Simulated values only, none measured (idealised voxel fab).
A process module follows: voxel lift off.
Xsec cut, 300 nm wide, square cell size 5 nm.
If you're reading a cross-section in this doc, picture square cells in a grid; it comes to you as bands, top ones listed first down to the bottom, and a band can be one or more rows of cells.
Basically the band line says how high the top is and how high the bottom is, in nm, and then what's in it from left to right, every material with its width in nm. Empty space shows up as "empty", and if a single material carries "all across" it runs the full band edge to edge.
Ref level 0: as-received wafer is one material below here. Bottom band extends down with no lower bound ("0 nm and below").
The two numbers in a width such as "30..40" mark its ends across the band: the first belongs to the top row of cells, the second to the bottom row, and from each row to the next the width moves by the same amount.
For the purposes of this document, the phrase "changes: none" attached to a step denotes that no cell within the cross-section was modified by that step.
The label "Trapped void list" introduces a list of the empty spaces, 8 cells or larger, that have no open way up to the top; each entry in it reads width x height at distance, where the distance is taken from the left edge and all three are stated in nm.
Text after the settings on a step's line: the simulator's own remark on that step.
The optional step-line setting "overlay nm" applies to steps with a mask and quantifies how far to the right of its planned location the mask lay, a negative value indicating leftward placement.
# plan
1 RECEIVE,material Si
2 CONFORMAL_DEP,material SiN,thk nm 5
3 PATTERN,tone open,mask id LINES,material resist,width nm 25,pitch nm 50,thk nm 20,overlay nm 0
4 DIRECTIONAL_DEP,material Ru,thk nm 5
5 STRIP,etch materials resist
6 CONFORMAL_DEP,material SiN,thk nm 5
Variable across wafers: step 4 thk nm (plan value is that of the first wafer; starting state common to all).
# Incoming state of the first of several wafers in cross-section: after step 1
    0 nm and below  Si all across
    Trapped void list: none
# Cross-sectional representation of the first of several wafers at the end of the module, i.e. after its terminal step, step 6
    15 nm to 10 nm  empty 80 nm, then SiN 35 nm, then empty 15 nm, then SiN 35 nm, then empty 15 nm, then SiN 35 nm, then empty 85 nm
    10 nm to 5 nm  SiN 85 nm, then Ru 25 nm, then SiN 25 nm, then Ru 25 nm, then SiN 25 nm, then Ru 25 nm, then SiN 90 nm
    5 nm to 0 nm  SiN all across
    0 nm and below  Si all across
    Trapped void list: none
# Sectional view of the last wafer upon completion of the module
    25 nm to 20 nm  empty 80 nm, then SiN 35 nm, then empty 15 nm, then SiN 35 nm, then empty 15 nm, then SiN 35 nm, then empty 85 nm
    20 nm to 10 nm  empty 80 nm, then SiN 5 nm, then Ru 25 nm, then SiN 5 nm, then empty 15 nm, then SiN 5 nm, then Ru 25 nm, then SiN 5 nm, then empty 15 nm, then SiN 5 nm, then Ru 25 nm, then SiN 5 nm, then empty 85 nm
    10 nm to 5 nm  SiN 85 nm, then Ru 25 nm, then SiN 25 nm, then Ru 25 nm, then SiN 25 nm, then Ru 25 nm, then SiN 90 nm
    5 nm to 0 nm  SiN all across
    0 nm and below  Si all across
    Trapped void list: none
# Rows = wafers. At module end, each row lists per material the cells gained (+) or lost (-) since the wafer was received, then the closed voids
thk nm 5; +15 Ru; +126 SiN; Trapped void list: none
thk nm 10; +30 Ru; +132 SiN; Trapped void list: none
thk nm 15; +45 Ru; +138 SiN; Trapped void list: none
